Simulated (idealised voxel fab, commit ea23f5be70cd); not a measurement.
Title: Process Module voxel gate over fins
Square cell edge 5 nm, section width 290 nm, ID cut.
For the purposes of this document, a cross-section shall be understood as a grid of square cells, specified as bands listed in top-to-bottom order, each band consisting of one or more rows of cells.
This entry defines a band. It first specifies the height of the band's top and the height of its bottom in nm, and then specifies the band's materials from left to right, stating each material with its width in nm. The word "all across" identifies a single material that fills the band from edge to edge, while the word "blank" identifies empty space.
For the purposes of this specification, 0 denotes the height below which the wafer in its as-received condition is composed wholly of one material, and the lowermost band, lacking a lower limit, extends downward without end, as expressed in "0 down".
A two-number width, for instance "30..40", indicates that the width is equal to the first number in the top row of the band and to the second number in the bottom row, and that it changes by a constant amount per row of cells.
Step note "nothing different" = no cross-section cell changed.
"Completely sealed voids" specifies each empty space that is not open to the top and that occupies no fewer than 8 cells, using the form width x height at distance, the distance measured from the left edge and all three quantities in nm.
What comes after the settings on a step's line is commentary from the simulator itself on that step.
overlay nm: how far to the right of its planned place the mask lay on this masked step (negative: to the left).
**Process steps foreseen in the plan**
1) RECEIVE (material Si)
2) CONFORMAL_DEP (material SiN; thk nm 10)
3) PATTERN (tone cover; mask id FINS; material resist; width nm 15; pitch nm 35; thk nm 20; overlay nm 0)
4) DIRECTIONAL_ETCH (etch materials SiN; depth nm 10)
5) DIRECTIONAL_ETCH (etch materials Si; depth nm 35)
6) STRIP (etch materials resist)
7) OXIDIZE (depth nm 5)
8) FILL_DEP (material SiO2; thk nm 10)
9) CMP (height nm 10)
10) SELECTIVE_ETCH (etch materials SiO2; depth nm 25)
11) STRIP (etch materials SiN)
12) CONFORMAL_DEP (material HfO2; thk nm 5)
13) CONFORMAL_DEP (material TiN; thk nm 5)
14) FILL_DEP (material W; thk nm 10)
15) CMP (height nm 15)
16) CONFORMAL_DEP (material SiCN; thk nm 10)
**Cross-section of the wafer upon arrival, representing the state reached after step 1**
- 0 down = Si all across
- Completely sealed voids: none
**Result of the module, cross-sectioned: start per above, plan per above, one error in how it was run**
- 25 to 15 = SiCN all across
- 15 to 10 = W all across
- 10 to 5 = TiN=125, then W=5, then TiN=30, then W=5, then TiN=125
- 5 to 0 = HfO2=120, then TiN=5, then W=5, then TiN=5, then HfO2=20, then TiN=5, then W=5, then TiN=5, then HfO2=120
- 0 to -5 = Si=115, then HfO2=5, then TiN=5, then W=5, then TiN=5, then HfO2=5, then Si=10, then HfO2=5, then TiN=5, then W=5, then TiN=5, then HfO2=5, then Si=115
- -5 to -10 = Si=115, then HfO2=5, then TiN=15, then HfO2=5, then Si=10, then HfO2=5, then TiN=15, then HfO2=5, then Si=115
- -10 to -15 = Si=115, then HfO2=25, then Si=10, then HfO2=25, then Si=115
- -15 to -40 = Si=115, then SiO2=25, then Si=10, then SiO2=25, then Si=115
- -40 down = Si all across
- Completely sealed voids: none
So what did we get wrong on this run? note that step 3 departed from the planned setting and was carried out as PATTERN (tone open; mask id FINS; material resist; width nm 15; pitch nm 35; thk nm 20; overlay nm 0)
